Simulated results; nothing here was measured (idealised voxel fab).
Name of the process module below: voxel self aligned vias
Section cut is 175 nm wide and gridded with 5 nm square cells.
This document writes a cross-section as a grid whose cells are square, and gives it as bands, listed from the top down; one or more rows of cells form a band. Heads up on the band format: heights come first, top then bottom, in nm. After that it's the materials left to right, each with its width in nm. A single material flagged "everywhere" fills the whole band edge to edge, and "empty" means there's empty space there. A quick word on heights: they are counted from 0, and under that level the wafer as it came to us is one material throughout. The lowest band is different from the rest in having no bottom; it simply continues downward, written as in "0 down". Width spec "30->40" -> top row of cells at first value, bottom row at second value, equal per-row change in between. "left unchanged" after a step means that no cell of the cross-section changed. So "Sealed-off cavities" is basically the list of trapped voids: any empty space of 8 cells or more that can't reach the top through an opening. They're written width x height at distance, the distance being from the left edge, and it's all nm. If you see something after the settings on a step's line, that's the simulator's own remark about that step. On any step carrying a mask, the "overlay nm" setting, if present on the step's line, tells how far right of its planned place the mask lay; negative values point to the left.
[Process steps foreseen in the plan]
| 1 | RECEIVE,material Si |
| 2 | CONFORMAL_DEP,material SiO2,thk nm 10 |
| 3 | CONFORMAL_DEP,material SiCN,thk nm 5 |
| 4 | DIRECTIONAL_DEP,material lowk,thk nm 30 |
| 5 | PATTERN,tone open,mask id LINES,material resist,width nm 30,pitch nm 65,thk nm 15,overlay nm 0 |
| 6 | DIRECTIONAL_ETCH,etch materials lowk,depth nm 30 |
| 7 | STRIP,etch materials resist |
| 8 | CONFORMAL_DEP,material TiN,thk nm 5 |
| 9 | FILL_DEP,material W,thk nm 10 |
| 10 | CMP,height nm 45 |
| 11 | SELECTIVE_ETCH,etch materials W Ru TiN,depth nm 10 |
| 12 | FILL_DEP,material SiN,thk nm 5 |
| 13 | CMP,height nm 45 |
| 14 | DIRECTIONAL_DEP,material lowk,thk nm 10 |
| 15 | PATTERN,tone open,mask id VIAS,material resist,width nm 40,thk nm 20,overlay nm 0 |
| 16 | DIRECTIONAL_ETCH,etch materials lowk,depth nm 20 |
| 17 | DIRECTIONAL_ETCH,etch materials SiN,depth nm 10 |
| 18 | STRIP,etch materials resist |
| 19 | CONFORMAL_DEP,material TiN,thk nm 5 |
| 20 | FILL_DEP,material Cu,thk nm 10 |
| 21 | CMP,height nm 65 |
| 22 | CONFORMAL_DEP,material SiN,thk nm 5 |
It is noted that the wafers described herein are identical at the outset and are distinguished by the thk nm of step 14; the value stated in the plan corresponds to the first wafer.
[First of several wafers (as received, post step 1), cross-sectional view]
> 0 down = Si everywhere
> Sealed-off cavities: none
[First of several wafers in cross-section at module end, following the final step, step 22]
> 70 to 65 = SiN everywhere
> 65 to 60 = Cu everywhere
> 60 to 55 = TiN=40  Cu=30  TiN=105
> 55 to 45 = lowk=35  TiN=5  Cu=30  TiN=5  lowk=100
> 45 to 40 = lowk=35  TiN=5  Cu=30  TiN=5  lowk=30  SiN=30  lowk=40
> 40 to 35 = lowk=35  TiN=40  lowk=30  SiN=30  lowk=40
> 35 to 20 = lowk=40  TiN=5  W=20  TiN=5  lowk=35  TiN=5  W=20  TiN=5  lowk=40
> 20 to 15 = lowk=40  TiN=30  lowk=35  TiN=30  lowk=40
> 15 to 10 = SiCN everywhere
> 10 to 0 = SiO2 everywhere
> 0 down = Si everywhere
> Sealed-off cavities: none
[Final wafer of several, shown in cross-section at the end of the module]
> 70 to 65 = SiN everywhere
> 65 to 60 = lowk=35  TiN=40  lowk=100
> 60 to 45 = lowk everywhere
> 45 to 35 = lowk=40  SiN=30  lowk=35  SiN=30  lowk=40
> 35 to 20 = lowk=40  TiN=5  W=20  TiN=5  lowk=35  TiN=5  W=20  TiN=5  lowk=40
> 20 to 15 = lowk=40  TiN=30  lowk=35  TiN=30  lowk=40
> 15 to 10 = SiCN everywhere
> 10 to 0 = SiO2 everywhere
> 0 down = Si everywhere
> Sealed-off cavities: none
[wafer rows; end of module; cells per material since receipt: (+) gained, (-) lost; then closed voids]
thk nm 10; +59 Cu; +35 SiCN; +47 SiN; +70 SiO2; +67 TiN; +24 W; +188 lowk; Sealed-off cavities: none
thk nm 15; +28 Cu; +35 SiCN; +47 SiN; +70 SiO2; +69 TiN; +24 W; +217 lowk; Sealed-off cavities: none
thk nm 20; +26 Cu; +35 SiCN; +47 SiN; +70 SiO2; +42 TiN; +24 W; +246 lowk; Sealed-off cavities: none
thk nm 25; +12 Cu; +35 SiCN; +59 SiN; +70 SiO2; +36 TiN; +24 W; +254 lowk; Sealed-off cavities: none
thk nm 30; +6 Cu; +35 SiCN; +59 SiN; +70 SiO2; +34 TiN; +24 W; +262 lowk; Sealed-off cavities: none
thk nm 35; +35 SiCN; +59 SiN; +70 SiO2; +32 TiN; +24 W; +270 lowk; Sealed-off cavities: none
